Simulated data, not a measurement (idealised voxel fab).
process module | voxel capacitor over wiring
cross-section cut | 275 nm wide | cells 5 nm
A cross-section is a grid of square cells, given in bands from the top down. A band is one or more rows of cells.
Each band's line starts with the height of the band's top and of its bottom, in nm. Then come its materials from left to right, each with its width in nm. One material with "throughout" fills the band from edge to edge. "air" is empty space.
Height 0 is the level under which the wafer as received is all one material. The lowest band goes on downwards, as in "0 down".
A width such as "30 to 40" changes by the same amount from each row of cells to the next, from the band's top row to its bottom row.
"no change" after a step means that no cell of the cross-section changed.
closed voids: empty space of 8 cells or more with no open way to the top, each as width x height at its distance from the left edge, in nm
after a step's settings: what the simulator itself notes on the step
overlay nm, on a step with a mask: how far to the right of its planned place the mask lay; to the left if negative
plan
1 op RECEIVE | material Si
2 op CONFORMAL_DEP | material SiO2 | thk nm 10
3 op DIRECTIONAL_DEP | material TiN | thk nm 5
4 op DIRECTIONAL_DEP | material Ru | thk nm 20
5 op PATTERN | tone cover | mask id METAL_1 | material resist | width nm 20 | pitch nm 75 | thk nm 20 | overlay nm 0
6 op DIRECTIONAL_ETCH | etch materials Ru | depth nm 20
7 op DIRECTIONAL_ETCH | etch materials TiN | depth nm 5
8 op STRIP | etch materials resist
9 op CONFORMAL_DEP | material SiN | thk nm 5
10 op FILL_DEP | material SiO2 | thk nm 5
11 op CMP | height nm 35
12 op CONFORMAL_DEP | material SiCN | thk nm 5
13 op DIRECTIONAL_DEP | material SiO2 | thk nm 15
14 op DIRECTIONAL_DEP | material aC | thk nm 15
15 op PATTERN | tone open | mask id PLUG_1 | material resist | width nm 15 | thk nm 30 | overlay nm 0
16 op DIRECTIONAL_ETCH | etch materials aC | depth nm 15
17 op STRIP | etch materials resist
18 op DIRECTIONAL_ETCH | etch materials SiO2 | depth nm 15
19 op DIRECTIONAL_ETCH | etch materials SiCN | depth nm 5
20 op STRIP | etch materials aC
21 op CONFORMAL_DEP | material TiN | thk nm 5
22 op FILL_DEP | material Ru | thk nm 5
23 op CMP | height nm 55
24 op DIRECTIONAL_DEP | material TiN | thk nm 5
25 op DIRECTIONAL_DEP | material Al2O3 | thk nm 5
26 op DIRECTIONAL_DEP | material TiN | thk nm 5
27 op MASKED_ETCH | tone cover | mask id UPPER_PLATE | width nm 60 | etch materials TiN | depth nm 5 | overlay nm 0
28 op MASKED_ETCH | tone cover | mask id UPPER_PLATE | width nm 60 | etch materials Al2O3 | depth nm 5 | overlay nm 0
29 op PATTERN | tone cover | mask id LOWER_PLATE | material resist | width nm 70 | thk nm 15 | overlay nm 0
30 op DIRECTIONAL_ETCH | etch materials TiN | depth nm 5
31 op STRIP | etch materials resist
32 op FILL_DEP | material SiO2 | thk nm 15
33 op CMP | height nm 80
34 op PATTERN | tone open | mask id PLUG_2 | material resist | width nm 15 | thk nm 20 | overlay nm 0
35 op DIRECTIONAL_ETCH | etch materials SiO2 | depth nm 10
36 op STRIP | etch materials resist
37 op CONFORMAL_DEP | material TiN | thk nm 5
38 op FILL_DEP | material Ru | thk nm 5
39 op CMP | height nm 80
40 op CONFORMAL_DEP | material SiCN | thk nm 5
as received, after step 1
  0 down: Si throughout
  closed voids: none
first wafer at the end, as planned
  85 to 80: SiCN throughout
  80 to 75: SiO2 105 | TiN 5 | Ru 5 | TiN 5 | SiO2 155
  75 to 65: SiO2 105 to 95 | TiN 15 to 60 | SiO2 155 to 120
  65 to 60: SiO2 95 | Al2O3 60 | SiO2 120
  60 to 55: SiO2 90 | TiN 70 | SiO2 115
  55 to 40: SiO2 95 | TiN 5 | Ru 5 | TiN 5 | SiO2 165
  40 to 35: SiCN 95 | TiN 15 | SiCN 165
  35 to 15: SiO2 85 | SiN 5 | Ru 20 | SiN 5 | SiO2 45 | SiN 5 | Ru 20 | SiN 5 | SiO2 85
  15 to 10: SiN 90 | TiN 20 | SiN 55 | TiN 20 | SiN 90
  10 to 0: SiO2 throughout
  0 down: Si throughout
  closed voids: none
second wafer at the end: like start, like plan, one mistake
  85 to 80: SiCN throughout
  80 to 75: SiO2 105 | TiN 5 | Ru 5 | TiN 5 | SiO2 155
  75 to 70: SiO2 105 | TiN 15 | SiO2 155
  70 to 65: SiO2 throughout
  65 to 60: SiO2 95 | Al2O3 60 | SiO2 120
  60 to 55: SiO2 90 | TiN 70 | SiO2 115
  55 to 40: SiO2 95 | TiN 5 | Ru 5 | TiN 5 | SiO2 165
  40 to 35: SiCN 95 | TiN 15 | SiCN 165
  35 to 15: SiO2 85 | SiN 5 | Ru 20 | SiN 5 | SiO2 45 | SiN 5 | Ru 20 | SiN 5 | SiO2 85
  15 to 10: SiN 90 | TiN 20 | SiN 55 | TiN 20 | SiN 90
  10 to 0: SiO2 throughout
  0 down: Si throughout
  closed voids: none
what went wrong: step 26 was left out
at the end the second wafer has, in cells: 12 more of SiO2 | 12 fewer of TiN
